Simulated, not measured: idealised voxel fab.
Documented hereafter: the process module known as voxel capacitor over wiring.
Cross-section cut spans 190 nm and uses square cells 5 nm in size.
Cross-section format: a grid of square cells, given as bands from top to bottom; each band is one or more rows of cells.
Band entry format. Leading values: height of top, height of bottom, nm. Remainder: materials in left-to-right order, each with its width in nm. Special words: "edge to edge" on a single material, which then fills the band edge to edge; "blank", empty space.
Heads up on the height convention: 0 is the point under which the incoming wafer is all one material, and the lowest band has no bottom, it just keeps going down, like "top 0, no bottom".
Graded width ("30->40"): value in top row of band = first number; value in bottom row = second number; row-to-row change constant.
It should be understood that the words "everything unchanged", when stated for a given step, signify that the cross-section underwent no change in any of its cells during that step.
Closed empty spaces: empty space of 8 cells or more with no open way to the top, each as width x height at its distance from the left edge, in nm
after a step's settings: what the simulator itself notes on the step
"overlay nm" answers the question of how far to the right of plan the mask lay on a step that has a mask, and when it is negative the answer is to the left.
Process steps - plan
1,RECEIVE (material Si)
2,CONFORMAL_DEP (material SiO2; thk nm 10)
3,DIRECTIONAL_DEP (material TiN; thk nm 5)
4,DIRECTIONAL_DEP (material W; thk nm 15)
5,DIRECTIONAL_DEP (material aC; thk nm 10)
6,PATTERN (tone cover; mask id METAL_1; material resist; width nm 30; pitch nm 100; thk nm 25; overlay nm 0)
7,DIRECTIONAL_ETCH (etch materials aC; depth nm 10)
8,STRIP (etch materials resist)
9,DIRECTIONAL_ETCH (etch materials W; depth nm 15)
10,DIRECTIONAL_ETCH (etch materials TiN; depth nm 5)
11,STRIP (etch materials aC)
12,FILL_DEP (material SiO2; thk nm 10)
13,CMP (height nm 30)
14,CONFORMAL_DEP (material SiCN; thk nm 5)
15,DIRECTIONAL_DEP (material SiO2; thk nm 20)
16,PATTERN (tone open; mask id PLUG_1; material resist; width nm 15; thk nm 15; overlay nm 0)
17,DIRECTIONAL_ETCH (etch materials SiO2; depth nm 20)
18,DIRECTIONAL_ETCH (etch materials SiCN; depth nm 5)
19,STRIP (etch materials resist)
20,EPI (material Ru; thk nm 10)
21,EPI (material Ru; thk nm 10)
22,EPI (material Ru; thk nm 5)
23,DIRECTIONAL_DEP (material TiN; thk nm 5)
24,DIRECTIONAL_DEP (material HfO2; thk nm 5)
25,DIRECTIONAL_DEP (material TiN; thk nm 10)
26,DIRECTIONAL_DEP (material aC; thk nm 10)
27,PATTERN (tone cover; mask id UPPER_PLATE; material resist; width nm 75; thk nm 30; overlay nm 0)
28,DIRECTIONAL_ETCH (etch materials aC; depth nm 10)
29,STRIP (etch materials resist)
30,DIRECTIONAL_ETCH (etch materials TiN; depth nm 10)
31,DIRECTIONAL_ETCH (etch materials HfO2; depth nm 5)
32,STRIP (etch materials aC)
33,DIRECTIONAL_DEP (material aC; thk nm 10)
34,PATTERN (tone cover; mask id LOWER_PLATE; material resist; width nm 85; thk nm 25; overlay nm 0)
35,DIRECTIONAL_ETCH (etch materials aC; depth nm 10)
36,STRIP (etch materials resist)
37,DIRECTIONAL_ETCH (etch materials TiN; depth nm 5)
38,STRIP (etch materials aC)
39,FILL_DEP (material SiO2; thk nm 15)
40,CMP (height nm 85)
41,DIRECTIONAL_DEP (material aC; thk nm 15)
42,PATTERN (tone open; mask id PLUG_2; material resist; width nm 15; thk nm 35; overlay nm 0)
43,DIRECTIONAL_ETCH (etch materials aC; depth nm 15)
44,STRIP (etch materials resist)
45,DIRECTIONAL_ETCH (etch materials SiO2; depth nm 10)
46,STRIP (etch materials aC)
47,CONFORMAL_DEP (material TiN; thk nm 5)
48,FILL_DEP (material Ru; thk nm 5)
49,CMP (height nm 85)
50,CONFORMAL_DEP (material SiN; thk nm 5)
The following pertains to the first of two wafers, which was processed as planned
As-received state of the wafer in cross-section, equivalent to post-step 1
  top 0, no bottom  Si edge to edge
  Closed empty spaces: none
Upon completion of step 2, the wafer appears in cross-section as shown
  top 10, bottom 0  SiO2 edge to edge
  Note: structure below 0 unchanged.
Upon completion of step 3, the wafer appears in cross-section as shown
  top 15, bottom 10  TiN edge to edge
  Note: structure below 10 unchanged.
Upon completion of step 4, the wafer appears in cross-section as shown
  top 30, bottom 15  W edge to edge
  Note: structure below 15 unchanged.
Upon completion of step 5, the wafer appears in cross-section as shown
  top 40, bottom 30  aC edge to edge
  Note: structure below 30 unchanged.
Upon completion of step 6, the wafer appears in cross-section as shown
  top 65, bottom 40  30 nm blank; 30 nm resist; 70 nm blank; 30 nm resist; 30 nm blank
  Note: structure below 40 unchanged.
Upon completion of step 7, the wafer appears in cross-section as shown
  top 55, bottom 40  30 nm blank; 30 nm resist; 70 nm blank; 30 nm resist; 30 nm blank
  top 40, bottom 30  30 nm blank; 30 nm aC; 70 nm blank; 30 nm aC; 30 nm blank
  Note: structure below 30 unchanged.
Upon completion of step 8, the wafer appears in cross-section as shown
  top 40, bottom 30  30 nm blank; 30 nm aC; 70 nm blank; 30 nm aC; 30 nm blank
  Note: structure below 30 unchanged.
Upon completion of step 9, the wafer appears in cross-section as shown
  top 40, bottom 30  30 nm blank; 30 nm aC; 70 nm blank; 30 nm aC; 30 nm blank
  top 30, bottom 15  30 nm blank; 30 nm W; 70 nm blank; 30 nm W; 30 nm blank
  Note: structure below 15 unchanged.
Upon completion of step 10, the wafer appears in cross-section as shown
  top 40, bottom 30  30 nm blank; 30 nm aC; 70 nm blank; 30 nm aC; 30 nm blank
  top 30, bottom 15  30 nm blank; 30 nm W; 70 nm blank; 30 nm W; 30 nm blank
  top 15, bottom 10  30 nm blank; 30 nm TiN; 70 nm blank; 30 nm TiN; 30 nm blank
  Note: structure below 10 unchanged.
Upon completion of step 11, the wafer appears in cross-section as shown
  top 30, bottom 15  30 nm blank; 30 nm W; 70 nm blank; 30 nm W; 30 nm blank
  Note: structure below 15 unchanged.
Upon completion of step 12, the wafer appears in cross-section as shown
  top 40, bottom 30  SiO2 edge to edge
  top 30, bottom 15  30 nm SiO2; 30 nm W; 70 nm SiO2; 30 nm W; 30 nm SiO2
  top 15, bottom 10  30 nm SiO2; 30 nm TiN; 70 nm SiO2; 30 nm TiN; 30 nm SiO2
  Note: structure below 10 unchanged.
Upon completion of step 13, the wafer appears in cross-section as shown
  top 30, bottom 15  30 nm SiO2; 30 nm W; 70 nm SiO2; 30 nm W; 30 nm SiO2
  Note: structure below 15 unchanged.
Upon completion of step 14, the wafer appears in cross-section as shown
  top 35, bottom 30  SiCN edge to edge
  Note: structure below 30 unchanged.
Upon completion of step 15, the wafer appears in cross-section as shown
  top 55, bottom 35  SiO2 edge to edge
  Note: structure below 35 unchanged.
Upon completion of step 16, the wafer appears in cross-section as shown
  top 70, bottom 55  45 nm resist; 15 nm blank; 130 nm resist
  Note: structure below 55 unchanged.
Upon completion of step 17, the wafer appears in cross-section as shown
  top 70, bottom 55  45 nm resist; 15 nm blank; 130 nm resist
  top 55, bottom 35  45 nm SiO2; 15 nm blank; 130 nm SiO2
  Note: structure below 35 unchanged.
Upon completion of step 18, the wafer appears in cross-section as shown
  top 70, bottom 55  45 nm resist; 15 nm blank; 130 nm resist
  top 55, bottom 35  45 nm SiO2; 15 nm blank; 130 nm SiO2
  top 35, bottom 30  45 nm SiCN; 15 nm blank; 130 nm SiCN
  Note: structure below 30 unchanged.
Upon completion of step 19, the wafer appears in cross-section as shown
  top 55, bottom 35  45 nm SiO2; 15 nm blank; 130 nm SiO2
  Note: structure below 35 unchanged.
Upon completion of step 20, the wafer appears in cross-section as shown
  top 55, bottom 40  45 nm SiO2; 15 nm blank; 130 nm SiO2
  top 40, bottom 35  45 nm SiO2; 15 nm Ru; 130 nm SiO2
  top 35, bottom 30  45 nm SiCN; 15 nm Ru; 130 nm SiCN
  Note: structure below 30 unchanged.
Upon completion of step 21, the wafer appears in cross-section as shown
  top 55, bottom 50  45 nm SiO2; 15 nm blank; 130 nm SiO2
  top 50, bottom 35  45 nm SiO2; 15 nm Ru; 130 nm SiO2
  Note: structure below 35 unchanged.
Upon completion of step 22, the wafer appears in cross-section as shown
  top 55, bottom 35  45 nm SiO2; 15 nm Ru; 130 nm SiO2
  Note: structure below 35 unchanged.
Upon completion of step 23, the wafer appears in cross-section as shown
  top 60, bottom 55  TiN edge to edge
  Note: structure below 55 unchanged.
Upon completion of step 24, the wafer appears in cross-section as shown
  top 65, bottom 60  HfO2 edge to edge
  Note: structure below 60 unchanged.
Upon completion of step 25, the wafer appears in cross-section as shown
  top 75, bottom 65  TiN edge to edge
  Note: structure below 65 unchanged.
Upon completion of step 26, the wafer appears in cross-section as shown
  top 85, bottom 75  aC edge to edge
  Note: structure below 75 unchanged.
Upon completion of step 27, the wafer appears in cross-section as shown
  top 115, bottom 85  45 nm blank; 75 nm resist; 70 nm blank
  Note: structure below 85 unchanged.
Upon completion of step 28, the wafer appears in cross-section as shown
  top 105, bottom 85  45 nm blank; 75 nm resist; 70 nm blank
  top 85, bottom 75  45 nm blank; 75 nm aC; 70 nm blank
  Note: structure below 75 unchanged.
Upon completion of step 29, the wafer appears in cross-section as shown
  top 85, bottom 75  45 nm blank; 75 nm aC; 70 nm blank
  Note: structure below 75 unchanged.
Upon completion of step 30, the wafer appears in cross-section as shown
  top 85, bottom 75  45 nm blank; 75 nm aC; 70 nm blank
  top 75, bottom 65  45 nm blank; 75 nm TiN; 70 nm blank
  Note: structure below 65 unchanged.
Upon completion of step 31, the wafer appears in cross-section as shown
  top 85, bottom 75  45 nm blank; 75 nm aC; 70 nm blank
  top 75, bottom 65  45 nm blank; 75 nm TiN; 70 nm blank
  top 65, bottom 60  45 nm blank; 75 nm HfO2; 70 nm blank
  Note: structure below 60 unchanged.
Upon completion of step 32, the wafer appears in cross-section as shown
  top 75, bottom 65  45 nm blank; 75 nm TiN; 70 nm blank
  Note: structure below 65 unchanged.
Upon completion of step 33, the wafer appears in cross-section as shown
  top 85, bottom 75  45 nm blank; 75 nm aC; 70 nm blank
  top 75, bottom 70  45 nm blank; 75 nm TiN; 70 nm blank
  top 70, bottom 65  45 nm aC; 75 nm TiN; 70 nm aC
  top 65, bottom 60  45 nm aC; 75 nm HfO2; 70 nm aC
  Note: structure below 60 unchanged.
Upon completion of step 34, the wafer appears in cross-section as shown
  top 110, bottom 85  40 nm blank; 85 nm resist; 65 nm blank
  top 85, bottom 75  40 nm blank; 5 nm resist; 75 nm aC; 5 nm resist; 65 nm blank
  top 75, bottom 70  40 nm blank; 5 nm resist; 75 nm TiN; 5 nm resist; 65 nm blank
  Note: structure below 70 unchanged.
Upon completion of step 35, the wafer appears in cross-section as shown
  top 100, bottom 85  40 nm blank; 85 nm resist; 65 nm blank
  top 85, bottom 75  40 nm blank; 5 nm resist; 75 nm aC; 5 nm resist; 65 nm blank
  top 75, bottom 70  40 nm blank; 5 nm resist; 75 nm TiN; 5 nm resist; 65 nm blank
  top 70, bottom 65  40 nm blank; 5 nm aC; 75 nm TiN; 5 nm aC; 65 nm blank
  top 65, bottom 60  40 nm blank; 5 nm aC; 75 nm HfO2; 5 nm aC; 65 nm blank
  Note: structure below 60 unchanged.
Upon completion of step 36, the wafer appears in cross-section as shown
  top 85, bottom 75  45 nm blank; 75 nm aC; 70 nm blank
  top 75, bottom 70  45 nm blank; 75 nm TiN; 70 nm blank
  Note: structure below 70 unchanged.
Upon completion of step 37, the wafer appears in cross-section as shown
  top 85, bottom 75  45 nm blank; 75 nm aC; 70 nm blank
  top 75, bottom 70  45 nm blank; 75 nm TiN; 70 nm blank
  top 70, bottom 65  40 nm blank; 5 nm aC; 75 nm TiN; 5 nm aC; 65 nm blank
  top 65, bottom 60  40 nm blank; 5 nm aC; 75 nm HfO2; 5 nm aC; 65 nm blank
  top 60, bottom 55  40 nm blank; 85 nm TiN; 65 nm blank
  Note: structure below 55 unchanged.
Upon completion of step 38, the wafer appears in cross-section as shown
  top 75, bottom 65  45 nm blank; 75 nm TiN; 70 nm blank
  top 65, bottom 60  45 nm blank; 75 nm HfO2; 70 nm blank
  Note: structure below 60 unchanged.
Upon completion of step 39, the wafer appears in cross-section as shown
  top 90, bottom 75  SiO2 edge to edge
  top 75, bottom 65  45 nm SiO2; 75 nm TiN; 70 nm SiO2
  top 65, bottom 60  45 nm SiO2; 75 nm HfO2; 70 nm SiO2
  top 60, bottom 55  40 nm SiO2; 85 nm TiN; 65 nm SiO2
  Note: structure below 55 unchanged.
Upon completion of step 40, the wafer appears in cross-section as shown
  top 85, bottom 75  SiO2 edge to edge
  Note: structure below 75 unchanged.
Upon completion of step 41, the wafer appears in cross-section as shown
  top 100, bottom 85  aC edge to edge
  Note: structure below 85 unchanged.
Upon completion of step 42, the wafer appears in cross-section as shown
  top 135, bottom 100  55 nm resist; 15 nm blank; 120 nm resist
  Note: structure below 100 unchanged.
Upon completion of step 43, the wafer appears in cross-section as shown
  top 120, bottom 100  55 nm resist; 15 nm blank; 120 nm resist
  top 100, bottom 85  55 nm aC; 15 nm blank; 120 nm aC
  Note: structure below 85 unchanged.
Upon completion of step 44, the wafer appears in cross-section as shown
  top 100, bottom 85  55 nm aC; 15 nm blank; 120 nm aC
  Note: structure below 85 unchanged.
Upon completion of step 45, the wafer appears in cross-section as shown
  top 100, bottom 85  55 nm aC; 15 nm blank; 120 nm aC
  top 85, bottom 75  55 nm SiO2; 15 nm blank; 120 nm SiO2
  Note: structure below 75 unchanged.
Upon completion of step 46, the wafer appears in cross-section as shown
  top 85, bottom 75  55 nm SiO2; 15 nm blank; 120 nm SiO2
  Note: structure below 75 unchanged.
Upon completion of step 47, the wafer appears in cross-section as shown
  top 90, bottom 85  60 nm TiN; 5 nm blank; 125 nm TiN
  top 85, bottom 80  55 nm SiO2; 5 nm TiN; 5 nm blank; 5 nm TiN; 120 nm SiO2
  top 80, bottom 75  55 nm SiO2; 15 nm TiN; 120 nm SiO2
  Note: structure below 75 unchanged.
Upon completion of step 48, the wafer appears in cross-section as shown
  top 95, bottom 90  Ru edge to edge
  top 90, bottom 85  60 nm TiN; 5 nm Ru; 125 nm TiN
  top 85, bottom 80  55 nm SiO2; 5 nm TiN; 5 nm Ru; 5 nm TiN; 120 nm SiO2
  Note: structure below 80 unchanged.
Upon completion of step 49, the wafer appears in cross-section as shown
  top 85, bottom 80  55 nm SiO2; 5 nm TiN; 5 nm Ru; 5 nm TiN; 120 nm SiO2
  Note: structure below 80 unchanged.
Upon completion of step 50, the wafer appears in cross-section as shown
  top 90, bottom 85  SiN edge to edge
  Note: structure below 85 unchanged.
Second of two: same start, same plan, one run error; steps up to and including 1 match the first
Planned end of step 2: second wafer, cross-section
  top 5, bottom 0  TiN edge to edge
  Note: structure below 0 unchanged.
Planned end of step 3: second wafer, cross-section
  top 15, bottom 5  SiO2 edge to edge
  Note: structure below 5 unchanged.
Planned end of step 4: second wafer, cross-section
  top 30, bottom 15  W edge to edge
  Note: structure below 15 unchanged.
Planned end of step 5: second wafer, cross-section
  top 40, bottom 30  aC edge to edge
  Note: structure below 30 unchanged.
Planned end of step 6: second wafer, cross-section
  top 65, bottom 40  30 nm blank; 30 nm resist; 70 nm blank; 30 nm resist; 30 nm blank
  Note: structure below 40 unchanged.
Planned end of step 7: second wafer, cross-section
  top 55, bottom 40  30 nm blank; 30 nm resist; 70 nm blank; 30 nm resist; 30 nm blank
  top 40, bottom 30  30 nm blank; 30 nm aC; 70 nm blank; 30 nm aC; 30 nm blank
  Note: structure below 30 unchanged.
Planned end of step 8: second wafer, cross-section
  top 40, bottom 30  30 nm blank; 30 nm aC; 70 nm blank; 30 nm aC; 30 nm blank
  Note: structure below 30 unchanged.
Planned end of step 9: second wafer, cross-section
  top 40, bottom 30  30 nm blank; 30 nm aC; 70 nm blank; 30 nm aC; 30 nm blank
  top 30, bottom 15  30 nm blank; 30 nm W; 70 nm blank; 30 nm W; 30 nm blank
  Note: structure below 15 unchanged.
Planned end of step 10: second wafer, cross-section: everything unchanged
Planned end of step 11: second wafer, cross-section
  top 30, bottom 15  30 nm blank; 30 nm W; 70 nm blank; 30 nm W; 30 nm blank
  Note: structure below 15 unchanged.
Planned end of step 12: second wafer, cross-section
  top 40, bottom 30  SiO2 edge to edge
  top 30, bottom 15  30 nm SiO2; 30 nm W; 70 nm SiO2; 30 nm W; 30 nm SiO2
  Note: structure below 15 unchanged.
Planned end of step 13: second wafer, cross-section
  top 30, bottom 15  30 nm SiO2; 30 nm W; 70 nm SiO2; 30 nm W; 30 nm SiO2
  Note: structure below 15 unchanged.
Planned end of step 14: second wafer, cross-section
  top 35, bottom 30  SiCN edge to edge
  Note: structure below 30 unchanged.
Planned end of step 15: second wafer, cross-section
  top 55, bottom 35  SiO2 edge to edge
  Note: structure below 35 unchanged.
Planned end of step 16: second wafer, cross-section
  top 70, bottom 55  45 nm resist; 15 nm blank; 130 nm resist
  Note: structure below 55 unchanged.
Planned end of step 17: second wafer, cross-section
  top 70, bottom 55  45 nm resist; 15 nm blank; 130 nm resist
  top 55, bottom 35  45 nm SiO2; 15 nm blank; 130 nm SiO2
  Note: structure below 35 unchanged.
Planned end of step 18: second wafer, cross-section
  top 70, bottom 55  45 nm resist; 15 nm blank; 130 nm resist
  top 55, bottom 35  45 nm SiO2; 15 nm blank; 130 nm SiO2
  top 35, bottom 30  45 nm SiCN; 15 nm blank; 130 nm SiCN
  Note: structure below 30 unchanged.
Planned end of step 19: second wafer, cross-section
  top 55, bottom 35  45 nm SiO2; 15 nm blank; 130 nm SiO2
  Note: structure below 35 unchanged.
Planned end of step 20: second wafer, cross-section
  top 55, bottom 40  45 nm SiO2; 15 nm blank; 130 nm SiO2
  top 40, bottom 35  45 nm SiO2; 15 nm Ru; 130 nm SiO2
  top 35, bottom 30  45 nm SiCN; 15 nm Ru; 130 nm SiCN
  Note: structure below 30 unchanged.
Planned end of step 21: second wafer, cross-section
  top 55, bottom 50  45 nm SiO2; 15 nm blank; 130 nm SiO2
  top 50, bottom 35  45 nm SiO2; 15 nm Ru; 130 nm SiO2
  Note: structure below 35 unchanged.
Planned end of step 22: second wafer, cross-section
  top 55, bottom 35  45 nm SiO2; 15 nm Ru; 130 nm SiO2
  Note: structure below 35 unchanged.
Planned end of step 23: second wafer, cross-section
  top 60, bottom 55  TiN edge to edge
  Note: structure below 55 unchanged.
Planned end of step 24: second wafer, cross-section
  top 65, bottom 60  HfO2 edge to edge
  Note: structure below 60 unchanged.
Planned end of step 25: second wafer, cross-section
  top 75, bottom 65  TiN edge to edge
  Note: structure below 65 unchanged.
Planned end of step 26: second wafer, cross-section
  top 85, bottom 75  aC edge to edge
  Note: structure below 75 unchanged.
Planned end of step 27: second wafer, cross-section
  top 115, bottom 85  45 nm blank; 75 nm resist; 70 nm blank
  Note: structure below 85 unchanged.
Planned end of step 28: second wafer, cross-section
  top 105, bottom 85  45 nm blank; 75 nm resist; 70 nm blank
  top 85, bottom 75  45 nm blank; 75 nm aC; 70 nm blank
  Note: structure below 75 unchanged.
Planned end of step 29: second wafer, cross-section
  top 85, bottom 75  45 nm blank; 75 nm aC; 70 nm blank
  Note: structure below 75 unchanged.
Planned end of step 30: second wafer, cross-section
  top 85, bottom 75  45 nm blank; 75 nm aC; 70 nm blank
  top 75, bottom 65  45 nm blank; 75 nm TiN; 70 nm blank
  Note: structure below 65 unchanged.
Planned end of step 31: second wafer, cross-section
  top 85, bottom 75  45 nm blank; 75 nm aC; 70 nm blank
  top 75, bottom 65  45 nm blank; 75 nm TiN; 70 nm blank
  top 65, bottom 60  45 nm blank; 75 nm HfO2; 70 nm blank
  Note: structure below 60 unchanged.
Planned end of step 32: second wafer, cross-section
  top 75, bottom 65  45 nm blank; 75 nm TiN; 70 nm blank
  Note: structure below 65 unchanged.
Planned end of step 33: second wafer, cross-section
  top 85, bottom 75  45 nm blank; 75 nm aC; 70 nm blank
  top 75, bottom 70  45 nm blank; 75 nm TiN; 70 nm blank
  top 70, bottom 65  45 nm aC; 75 nm TiN; 70 nm aC
  top 65, bottom 60  45 nm aC; 75 nm HfO2; 70 nm aC
  Note: structure below 60 unchanged.
Planned end of step 34: second wafer, cross-section
  top 110, bottom 85  40 nm blank; 85 nm resist; 65 nm blank
  top 85, bottom 75  40 nm blank; 5 nm resist; 75 nm aC; 5 nm resist; 65 nm blank
  top 75, bottom 70  40 nm blank; 5 nm resist; 75 nm TiN; 5 nm resist; 65 nm blank
  Note: structure below 70 unchanged.
Planned end of step 35: second wafer, cross-section
  top 100, bottom 85  40 nm blank; 85 nm resist; 65 nm blank
  top 85, bottom 75  40 nm blank; 5 nm resist; 75 nm aC; 5 nm resist; 65 nm blank
  top 75, bottom 70  40 nm blank; 5 nm resist; 75 nm TiN; 5 nm resist; 65 nm blank
  top 70, bottom 65  40 nm blank; 5 nm aC; 75 nm TiN; 5 nm aC; 65 nm blank
  top 65, bottom 60  40 nm blank; 5 nm aC; 75 nm HfO2; 5 nm aC; 65 nm blank
  Note: structure below 60 unchanged.
Planned end of step 36: second wafer, cross-section
  top 85, bottom 75  45 nm blank; 75 nm aC; 70 nm blank
  top 75, bottom 70  45 nm blank; 75 nm TiN; 70 nm blank
  Note: structure below 70 unchanged.
Planned end of step 37: second wafer, cross-section
  top 85, bottom 75  45 nm blank; 75 nm aC; 70 nm blank
  top 75, bottom 70  45 nm blank; 75 nm TiN; 70 nm blank
  top 70, bottom 65  40 nm blank; 5 nm aC; 75 nm TiN; 5 nm aC; 65 nm blank
  top 65, bottom 60  40 nm blank; 5 nm aC; 75 nm HfO2; 5 nm aC; 65 nm blank
  top 60, bottom 55  40 nm blank; 85 nm TiN; 65 nm blank
  Note: structure below 55 unchanged.
Planned end of step 38: second wafer, cross-section
  top 75, bottom 65  45 nm blank; 75 nm TiN; 70 nm blank
  top 65, bottom 60  45 nm blank; 75 nm HfO2; 70 nm blank
  Note: structure below 60 unchanged.
Planned end of step 39: second wafer, cross-section
  top 90, bottom 75  SiO2 edge to edge
  top 75, bottom 65  45 nm SiO2; 75 nm TiN; 70 nm SiO2
  top 65, bottom 60  45 nm SiO2; 75 nm HfO2; 70 nm SiO2
  top 60, bottom 55  40 nm SiO2; 85 nm TiN; 65 nm SiO2
  Note: structure below 55 unchanged.
Planned end of step 40: second wafer, cross-section
  top 85, bottom 75  SiO2 edge to edge
  Note: structure below 75 unchanged.
Planned end of step 41: second wafer, cross-section
  top 100, bottom 85  aC edge to edge
  Note: structure below 85 unchanged.
Planned end of step 42: second wafer, cross-section
  top 135, bottom 100  55 nm resist; 15 nm blank; 120 nm resist
  Note: structure below 100 unchanged.
Planned end of step 43: second wafer, cross-section
  top 120, bottom 100  55 nm resist; 15 nm blank; 120 nm resist
  top 100, bottom 85  55 nm aC; 15 nm blank; 120 nm aC
  Note: structure below 85 unchanged.
Planned end of step 44: second wafer, cross-section
  top 100, bottom 85  55 nm aC; 15 nm blank; 120 nm aC
  Note: structure below 85 unchanged.
Planned end of step 45: second wafer, cross-section
  top 100, bottom 85  55 nm aC; 15 nm blank; 120 nm aC
  top 85, bottom 75  55 nm SiO2; 15 nm blank; 120 nm SiO2
  Note: structure below 75 unchanged.
Planned end of step 46: second wafer, cross-section
  top 85, bottom 75  55 nm SiO2; 15 nm blank; 120 nm SiO2
  Note: structure below 75 unchanged.
Planned end of step 47: second wafer, cross-section
  top 90, bottom 85  60 nm TiN; 5 nm blank; 125 nm TiN
  top 85, bottom 80  55 nm SiO2; 5 nm TiN; 5 nm blank; 5 nm TiN; 120 nm SiO2
  top 80, bottom 75  55 nm SiO2; 15 nm TiN; 120 nm SiO2
  Note: structure below 75 unchanged.
Planned end of step 48: second wafer, cross-section
  top 95, bottom 90  Ru edge to edge
  top 90, bottom 85  60 nm TiN; 5 nm Ru; 125 nm TiN
  top 85, bottom 80  55 nm SiO2; 5 nm TiN; 5 nm Ru; 5 nm TiN; 120 nm SiO2
  Note: structure below 80 unchanged.
Planned end of step 49: second wafer, cross-section
  top 85, bottom 80  55 nm SiO2; 5 nm TiN; 5 nm Ru; 5 nm TiN; 120 nm SiO2
  Note: structure below 80 unchanged.
Planned end of step 50: second wafer, cross-section
  top 90, bottom 85  SiN edge to edge
  Note: structure below 85 unchanged.
Run error: step 3 occupied the plan position of step 2, and the converse holds as well
Upon completion, the second wafer contains, in terms of cells, a greater or smaller amount of certain materials than the first wafer: SiO2: 26 fewer; TiN: 26 more
